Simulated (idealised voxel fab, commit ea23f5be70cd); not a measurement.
This section sets out a process module, namely voxel wiring stack.
FYI the section here is cut, 290 nm wide, cells are 5 nm squares.
Heads up, the way a cross-section reads in here is a grid of square cells, handed over as bands from the top down, with every band being one or more rows of cells.
It is stipulated that each band's entry specify, in nanometres, the height of the top of the band and then that of its bottom, followed by the materials of the band in left-to-right sequence, each together with its width in nanometres. A single material marked by the word "everywhere" is understood to fill the band from edge to edge; the word "blank" is understood to denote empty space.
Note: height 0 marks the level under which the wafer is uniformly one material as received. Lowest band unbounded below, written "0 nm and below".
Read "30..40" as a graded width: first number on top, second number at the bottom, same change between each pair of neighbouring rows.
It should be understood that the words "no alterations made", when stated for a given step, signify that the cross-section underwent no change in any of its cells during that step.
"Completely sealed voids": empty spaces of 8 cells or more with no open way to the top, each given as width x height at distance, distance from the left edge, all in nm.
It should be noted that, on the line of a given step, the content following the step's settings is a remark produced by the simulator itself with respect to that step.
The optional step-line setting "overlay nm" applies to steps with a mask and quantifies how far to the right of its planned location the mask lay, a negative value indicating leftward placement.
[Process steps (planned)]
| 1 | RECEIVE: material Si |
| 2 | CONFORMAL_DEP: material SiO2, thk nm 10 |
| 3 | DIRECTIONAL_DEP: material TiN, thk nm 5 |
| 4 | DIRECTIONAL_DEP: material W, thk nm 20 |
| 5 | MASKED_ETCH: tone cover, mask id METAL_1, width nm 25, pitch nm 45, etch materials W, depth nm 20, overlay nm 0 |
| 6 | MASKED_ETCH: tone cover, mask id METAL_1, width nm 25, pitch nm 45, etch materials TiN, depth nm 5, overlay nm 0 |
| 7 | FILL_DEP: material lowk, thk nm 5 |
| 8 | CMP: height nm 35 |
| 9 | CONFORMAL_DEP: material SiCN, thk nm 5 |
| 10 | DIRECTIONAL_DEP: material lowk, thk nm 30 |
| 11 | DIRECTIONAL_DEP: material aC, thk nm 10 |
| 12 | PATTERN: tone open, mask id METAL_2_HOLES, material resist, width nm 15, thk nm 30, overlay nm 0 |
| 13 | DIRECTIONAL_ETCH: etch materials aC, depth nm 10 |
| 14 | STRIP: etch materials resist |
| 15 | DIRECTIONAL_ETCH: etch materials lowk, depth nm 30 |
| 16 | STRIP: etch materials aC |
| 17 | MASKED_ETCH: tone open, mask id METAL_2, width nm 25, pitch nm 45, etch materials lowk, depth nm 15, overlay nm 0 |
| 18 | MASKED_ETCH: tone open, mask id METAL_2, width nm 15, pitch nm 45, etch materials SiCN, depth nm 5, overlay nm 0 |
| 19 | CONFORMAL_DEP: material TiN, thk nm 5 |
| 20 | FILL_DEP: material Ru, thk nm 10 |
| 21 | CMP: height nm 70 |
| 22 | CONFORMAL_DEP: material SiN, thk nm 5 |
Split variable: width nm, step 18. Plan value = first wafer. Wafers start alike.
[The first of several wafers, as received after step 1, seen in section]
  0 nm and below = Si everywhere
  Completely sealed voids: none
[Below: a row per wafer. Contents at end of module: for every material, cells gained since receipt (+) or lost since receipt (-); then closed voids]
width nm 15; +15 Ru; +56 SiCN; +58 SiN; +116 SiO2; +36 TiN; +40 W; +549 lowk; Completely sealed voids: none
width nm 20; +15 Ru; +56 SiCN; +58 SiN; +116 SiO2; +36 TiN; +40 W; +549 lowk; Completely sealed voids: none
width nm 25; +16 Ru; +55 SiCN; +58 SiN; +116 SiO2; +36 TiN; +40 W; +549 lowk; Completely sealed voids: none
width nm 30; +16 Ru; +55 SiCN; +58 SiN; +116 SiO2; +36 TiN; +40 W; +549 lowk; Completely sealed voids: none
